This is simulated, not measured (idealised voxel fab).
A process module follows: voxel gate over fins.
The cross-section shown here is cut; it is 195 nm wide and divided into square cells measuring 5 nm on a side.
A cross-section is a grid of square cells, given in bands from the top down. A band is one or more rows of cells.
First you get the band's top height and its bottom height, in nm, and then the materials it's made of, left to right, with each width in nm. If you see a single material with "throughout", that one covers the band edge to edge. "blank" is empty space.
Height 0 is the level under which the wafer as received is all one material. The lowest band goes on downwards, as in "0 -> down".
Per-row width for "30..40": begins at first number (top row of band), ends at second number (bottom row), increment between rows held constant.
Reading "no modifications" for a step: not a cell of the cross-section changed in it.
For the entry "Closed void list", the listed items are empty spaces with no open way to the top whose size is 8 cells or more; each item follows the pattern width x height at distance, where distance is from the left edge and all three are in nm.
The remark found on a step's line after its settings is issued by the simulator itself and pertains to that step.
The optional step-line setting "overlay nm" applies to steps with a mask and quantifies how far to the right of its planned location the mask lay, a negative value indicating leftward placement.

# The planned process steps are enumerated hereunder
1: op RECEIVE | material Si
2: op CONFORMAL_DEP | material SiN | thk nm 5
3: op DIRECTIONAL_DEP | material aC | thk nm 15
4: op PATTERN | tone cover | mask id FINS | material resist | width nm 15 | pitch nm 60 | thk nm 30 | overlay nm 0
5: op DIRECTIONAL_ETCH | etch materials aC | depth nm 15
6: op STRIP | etch materials resist
7: op DIRECTIONAL_ETCH | etch materials SiN | depth nm 5
8: op DIRECTIONAL_ETCH | etch materials Si | depth nm 30
9: op STRIP | etch materials aC
10: op FILL_DEP | material SiO2 | thk nm 10
11: op CMP | height nm 5
12: op MASKED_ETCH | tone open | mask id RAIL | width nm 15 | etch materials SiO2 | depth nm 30 | overlay nm 0
13: op CONFORMAL_DEP | material TiN | thk nm 5
14: op FILL_DEP | material W | thk nm 5
15: op CMP | height nm 5
16: op SELECTIVE_ETCH | etch materials W Ru TiN | depth nm 20
17: op FILL_DEP | material SiO2 | thk nm 5
18: op CMP | height nm 5
19: op SELECTIVE_ETCH | etch materials SiO2 | depth nm 15
20: op STRIP | etch materials SiN
21: op CONFORMAL_DEP | material HfO2 | thk nm 5
22: op CONFORMAL_DEP | material TiN | thk nm 5
23: op CONFORMAL_DEP | material TiAl | thk nm 5
24: op CONFORMAL_DEP | material TiN | thk nm 5
25: op FILL_DEP | material W | thk nm 15
26: op CMP | height nm 30
27: op CONFORMAL_DEP | material SiCN | thk nm 10

# On the first of the two wafers: run conducted according to plan

# Wafer at receipt (post step 1), cross-section
  0 -> down | Si throughout
  Closed void list: none

# Step 2 done - wafer cross-section
  5 -> 0 | SiN throughout
  For the remainder of the cross-section, below 0, there is no change.

# Step 3 done - wafer cross-section
  20 -> 5 | aC throughout
  For the remainder of the cross-section, below 5, there is no change.

# Step 4 done - wafer cross-section
  50 -> 20 | blank: 30, then resist: 15, then blank: 45, then resist: 15, then blank: 45, then resist: 15, then blank: 30
  For the remainder of the cross-section, below 20, there is no change.

# Step 5 done - wafer cross-section
  35 -> 20 | blank: 30, then resist: 15, then blank: 45, then resist: 15, then blank: 45, then resist: 15, then blank: 30
  20 -> 5 | blank: 30, then aC: 15, then blank: 45, then aC: 15, then blank: 45, then aC: 15, then blank: 30
  For the remainder of the cross-section, below 5, there is no change.

# Step 6 done - wafer cross-section
  20 -> 5 | blank: 30, then aC: 15, then blank: 45, then aC: 15, then blank: 45, then aC: 15, then blank: 30
  For the remainder of the cross-section, below 5, there is no change.

# Step 7 done - wafer cross-section
  20 -> 5 | blank: 30, then aC: 15, then blank: 45, then aC: 15, then blank: 45, then aC: 15, then blank: 30
  5 -> 0 | blank: 30, then SiN: 15, then blank: 45, then SiN: 15, then blank: 45, then SiN: 15, then blank: 30
  For the remainder of the cross-section, below 0, there is no change.

# Step 8 done - wafer cross-section
  20 -> 5 | blank: 30, then aC: 15, then blank: 45, then aC: 15, then blank: 45, then aC: 15, then blank: 30
  5 -> 0 | blank: 30, then SiN: 15, then blank: 45, then SiN: 15, then blank: 45, then SiN: 15, then blank: 30
  0 -> -30 | blank: 30, then Si: 15, then blank: 45, then Si: 15, then blank: 45, then Si: 15, then blank: 30
  For the remainder of the cross-section, below -30, there is no change.

# Step 9 done - wafer cross-section
  5 -> 0 | blank: 30, then SiN: 15, then blank: 45, then SiN: 15, then blank: 45, then SiN: 15, then blank: 30
  For the remainder of the cross-section, below 0, there is no change.

# Step 10 done - wafer cross-section
  15 -> 5 | SiO2 throughout
  5 -> 0 | SiO2: 30, then SiN: 15, then SiO2: 45, then SiN: 15, then SiO2: 45, then SiN: 15, then SiO2: 30
  0 -> -30 | SiO2: 30, then Si: 15, then SiO2: 45, then Si: 15, then SiO2: 45, then Si: 15, then SiO2: 30
  For the remainder of the cross-section, below -30, there is no change.

# Step 11 done - wafer cross-section
  5 -> 0 | SiO2: 30, then SiN: 15, then SiO2: 45, then SiN: 15, then SiO2: 45, then SiN: 15, then SiO2: 30
  For the remainder of the cross-section, below 0, there is no change.

# Step 12 done - wafer cross-section
  5 -> 0 | SiO2: 30, then SiN: 15, then SiO2: 15, then blank: 15, then SiO2: 15, then SiN: 15, then SiO2: 45, then SiN: 15, then SiO2: 30
  0 -> -25 | SiO2: 30, then Si: 15, then SiO2: 15, then blank: 15, then SiO2: 15, then Si: 15, then SiO2: 45, then Si: 15, then SiO2: 30
  For the remainder of the cross-section, below -25, there is no change.

# Step 13 done - wafer cross-section
  10 -> 5 | TiN: 65, then blank: 5, then TiN: 125
  5 -> 0 | SiO2: 30, then SiN: 15, then SiO2: 15, then TiN: 5, then blank: 5, then TiN: 5, then SiO2: 15, then SiN: 15, then SiO2: 45, then SiN: 15, then SiO2: 30
  0 -> -20 | SiO2: 30, then Si: 15, then SiO2: 15, then TiN: 5, then blank: 5, then TiN: 5, then SiO2: 15, then Si: 15, then SiO2: 45, then Si: 15, then SiO2: 30
  -20 -> -25 | SiO2: 30, then Si: 15, then SiO2: 15, then TiN: 15, then SiO2: 15, then Si: 15, then SiO2: 45, then Si: 15, then SiO2: 30
  For the remainder of the cross-section, below -25, there is no change.

# Step 14 done - wafer cross-section
  15 -> 10 | W throughout
  10 -> 5 | TiN: 65, then W: 5, then TiN: 125
  5 -> 0 | SiO2: 30, then SiN: 15, then SiO2: 15, then TiN: 5, then W: 5, then TiN: 5, then SiO2: 15, then SiN: 15, then SiO2: 45, then SiN: 15, then SiO2: 30
  0 -> -20 | SiO2: 30, then Si: 15, then SiO2: 15, then TiN: 5, then W: 5, then TiN: 5, then SiO2: 15, then Si: 15, then SiO2: 45, then Si: 15, then SiO2: 30
  For the remainder of the cross-section, below -20, there is no change.

# Step 15 done - wafer cross-section
  5 -> 0 | SiO2: 30, then SiN: 15, then SiO2: 15, then TiN: 5, then W: 5, then TiN: 5, then SiO2: 15, then SiN: 15, then SiO2: 45, then SiN: 15, then SiO2: 30
  For the remainder of the cross-section, below 0, there is no change.

# Step 16 done - wafer cross-section
  5 -> 0 | SiO2: 30, then SiN: 15, then SiO2: 15, then blank: 15, then SiO2: 15, then SiN: 15, then SiO2: 45, then SiN: 15, then SiO2: 30
  0 -> -15 | SiO2: 30, then Si: 15, then SiO2: 15, then blank: 15, then SiO2: 15, then Si: 15, then SiO2: 45, then Si: 15, then SiO2: 30
  For the remainder of the cross-section, below -15, there is no change.

# Step 17 done - wafer cross-section
  10 -> 5 | SiO2 throughout
  5 -> 0 | SiO2: 30, then SiN: 15, then SiO2: 45, then SiN: 15, then SiO2: 45, then SiN: 15, then SiO2: 30
  0 -> -15 | SiO2: 30, then Si: 15, then SiO2: 45, then Si: 15, then SiO2: 45, then Si: 15, then SiO2: 30
  For the remainder of the cross-section, below -15, there is no change.

# Step 18 done - wafer cross-section
  5 -> 0 | SiO2: 30, then SiN: 15, then SiO2: 45, then SiN: 15, then SiO2: 45, then SiN: 15, then SiO2: 30
  For the remainder of the cross-section, below 0, there is no change.

# Step 19 done - wafer cross-section
  5 -> 0 | blank: 30, then SiN: 15, then blank: 45, then SiN: 15, then blank: 45, then SiN: 15, then blank: 30
  0 -> -10 | blank: 30, then Si: 15, then blank: 45, then Si: 15, then blank: 45, then Si: 15, then blank: 30
  For the remainder of the cross-section, below -10, there is no change.

# Step 20 done - wafer cross-section
  0 -> -10 | blank: 30, then Si: 15, then blank: 45, then Si: 15, then blank: 45, then Si: 15, then blank: 30
  For the remainder of the cross-section, below -10, there is no change.

# Step 21 done - wafer cross-section
  5 -> 0 | blank: 25, then HfO2: 25, then blank: 35, then HfO2: 25, then blank: 35, then HfO2: 25, then blank: 25
  0 -> -5 | blank: 25, then HfO2: 5, then Si: 15, then HfO2: 5, then blank: 35, then HfO2: 5, then Si: 15, then HfO2: 5, then blank: 35, then HfO2: 5, then Si: 15, then HfO2: 5, then blank: 25
  -5 -> -10 | HfO2: 30, then Si: 15, then HfO2: 45, then Si: 15, then HfO2: 45, then Si: 15, then HfO2: 30
  For the remainder of the cross-section, below -10, there is no change.

# Step 22 done - wafer cross-section
  10 -> 5 | blank: 20, then TiN: 35, then blank: 25, then TiN: 35, then blank: 25, then TiN: 35, then blank: 20
  5 -> 0 | blank: 20, then TiN: 5, then HfO2: 25, then TiN: 5, then blank: 25, then TiN: 5, then HfO2: 25, then TiN: 5, then blank: 25, then TiN: 5, then HfO2: 25, then TiN: 5, then blank: 20
  0 -> -5 | TiN: 25, then HfO2: 5, then Si: 15, then HfO2: 5, then TiN: 35, then HfO2: 5, then Si: 15, then HfO2: 5, then TiN: 35, then HfO2: 5, then Si: 15, then HfO2: 5, then TiN: 25
  For the remainder of the cross-section, below -5, there is no change.

# Step 23 done - wafer cross-section
  15 -> 10 | blank: 15, then TiAl: 45, then blank: 15, then TiAl: 45, then blank: 15, then TiAl: 45, then blank: 15
  10 -> 5 | blank: 15, then TiAl: 5, then TiN: 35, then TiAl: 5, then blank: 15, then TiAl: 5, then TiN: 35, then TiAl: 5, then blank: 15, then TiAl: 5, then TiN: 35, then TiAl: 5, then blank: 15
  5 -> 0 | TiAl: 20, then TiN: 5, then HfO2: 25, then TiN: 5, then TiAl: 25, then TiN: 5, then HfO2: 25, then TiN: 5, then TiAl: 25, then TiN: 5, then HfO2: 25, then TiN: 5, then TiAl: 20
  For the remainder of the cross-section, below 0, there is no change.

# Step 24 done - wafer cross-section
  20 -> 15 | blank: 10, then TiN: 55, then blank: 5, then TiN: 55, then blank: 5, then TiN: 55, then blank: 10
  15 -> 10 | blank: 10, then TiN: 5, then TiAl: 45, then TiN: 5, then blank: 5, then TiN: 5, then TiAl: 45, then TiN: 5, then blank: 5, then TiN: 5, then TiAl: 45, then TiN: 5, then blank: 10
  10 -> 5 | TiN: 15, then TiAl: 5, then TiN: 35, then TiAl: 5, then TiN: 15, then TiAl: 5, then TiN: 35, then TiAl: 5, then TiN: 15, then TiAl: 5, then TiN: 35, then TiAl: 5, then TiN: 15
  For the remainder of the cross-section, below 5, there is no change.

# Step 25 done - wafer cross-section
  35 -> 20 | W throughout
  20 -> 15 | W: 10, then TiN: 55, then W: 5, then TiN: 55, then W: 5, then TiN: 55, then W: 10
  15 -> 10 | W: 10, then TiN: 5, then TiAl: 45, then TiN: 5, then W: 5, then TiN: 5, then TiAl: 45, then TiN: 5, then W: 5, then TiN: 5, then TiAl: 45, then TiN: 5, then W: 10
  For the remainder of the cross-section, below 10, there is no change.

# Step 26 done - wafer cross-section
  30 -> 20 | W throughout
  For the remainder of the cross-section, below 20, there is no change.

# Step 27 done - wafer cross-section
  40 -> 30 | SiCN throughout
  For the remainder of the cross-section, below 30, there is no change.

# Wafer two of two - same starting point, same process plan, one mistake in execution; matches wafer one up to and including step 22

What the second wafer looks like in cross-section when step 23 should have wrapped up: no modifications

# What the second wafer looks like in cross-section when step 24 should have wrapped up
  15 -> 5 | blank: 15, then TiN: 45, then blank: 15, then TiN: 45, then blank: 15, then TiN: 45, then blank: 15
  5 -> 0 | TiN: 25, then HfO2: 25, then TiN: 35, then HfO2: 25, then TiN: 35, then HfO2: 25, then TiN: 25
  For the remainder of the cross-section, below 0, there is no change.

# What the second wafer looks like in cross-section when step 25 should have wrapped up
  30 -> 15 | W throughout
  15 -> 5 | W: 15, then TiN: 45, then W: 15, then TiN: 45, then W: 15, then TiN: 45, then W: 15
  For the remainder of the cross-section, below 5, there is no change.

What the second wafer looks like in cross-section when step 26 should have wrapped up: no modifications

# What the second wafer looks like in cross-section when step 27 should have wrapped up
  40 -> 30 | SiCN throughout
  For the remainder of the cross-section, below 30, there is no change.
In executing the process, a mistake was made relative to the plan: execution of step 23 of the plan did not take place, the step having been omitted
at the end the second wafer has, in cells: TiAl: 51 fewer | W: 51 more
